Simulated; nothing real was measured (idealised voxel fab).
Module name: voxel double patterning (process module)
Section shown: cut. Width: 160 nm. Cell size: 5 nm, square.
When this document writes out a cross-section, it uses a grid of square cells and lists it as bands, beginning at the top and moving down, with a band standing for one or more rows of cells.
Each band's line starts with the height of the band's top and of its bottom, in nm. Then come its materials from left to right, each with its width in nm. One material with "throughout" fills the band from edge to edge. "empty" is empty space.
Height reference: 0 = level under which incoming wafer is all one material. Lowest band: no bottom, runs on downward, e.g. "0 -> down".
Quick explanation for "30 to 40": the width changes in equal steps down the rows of cells, from the first number in the band's top row to the second number in its bottom row.
You'll sometimes find "nothing got changed" written for a step, and that's the way of saying that nowhere in the cross-section did a cell change during that step.
Under "Unvented cavities" you'll find the enclosed gaps, the ones with no way out to the top, that are 8 cells or bigger; each reads width x height at distance, with distance counted from the left edge, everything in nm.
Post-settings text on a step line: simulator's own remark regarding the step.
The line of a step may include "overlay nm". On a step with a mask, this value is how far to the right of its planned place the mask lay. A negative value means the mask lay to the left.

Planned step list for the process:
1. RECEIVE,material Si
2. CONFORMAL_DEP,material SiO2,thk nm 10
3. DIRECTIONAL_DEP,material W,thk nm 10
4. DIRECTIONAL_DEP,material SiN,thk nm 5
5. DIRECTIONAL_DEP,material aC,thk nm 15
6. PATTERN,tone open,mask id FIRST,material resist,width nm 15,pitch nm 50,thk nm 35,overlay nm 0
7. DIRECTIONAL_ETCH,etch materials aC,depth nm 15
8. STRIP,etch materials resist
9. DIRECTIONAL_ETCH,etch materials SiN,depth nm 5
10. STRIP,etch materials aC
11. DIRECTIONAL_DEP,material aC,thk nm 10
12. PATTERN,tone open,mask id SECOND,material resist,width nm 15,thk nm 30,overlay nm 0
13. DIRECTIONAL_ETCH,etch materials aC,depth nm 10
14. STRIP,etch materials resist
15. DIRECTIONAL_ETCH,etch materials SiN,depth nm 5
16. STRIP,etch materials aC
17. DIRECTIONAL_ETCH,etch materials W,depth nm 10
18. STRIP,etch materials SiN

Delivered wafer in cross-section: state after step 1:
* 0 -> down = Si throughout
* Unvented cavities: none

first wafer at the end, as planned:
* 20 -> 10 = W 45 / empty 15 / W 10 / empty 15 / W 10 / empty 15 / W 50
* 10 -> 0 = SiO2 throughout
* 0 -> down = Si throughout
* Unvented cavities: none

End-of-module cross-section of the second wafer: identical starting point and process plan to the first, with one processing mistake:
* 20 -> 10 = empty 45 / W 15 / empty 35 / W 15 / empty 50
* 10 -> 0 = SiO2 throughout
* 0 -> down = Si throughout
* Unvented cavities: none
Diagnosis: off-plan run, step 6, actual operation and settings PATTERN,tone cover,mask id FIRST,material resist,width nm 15,pitch nm 50,thk nm 35,overlay nm 0
It is noted that, at the conclusion of processing, the second wafer exhibits a higher or lower cell count for certain materials relative to the first: W: 34 fewer
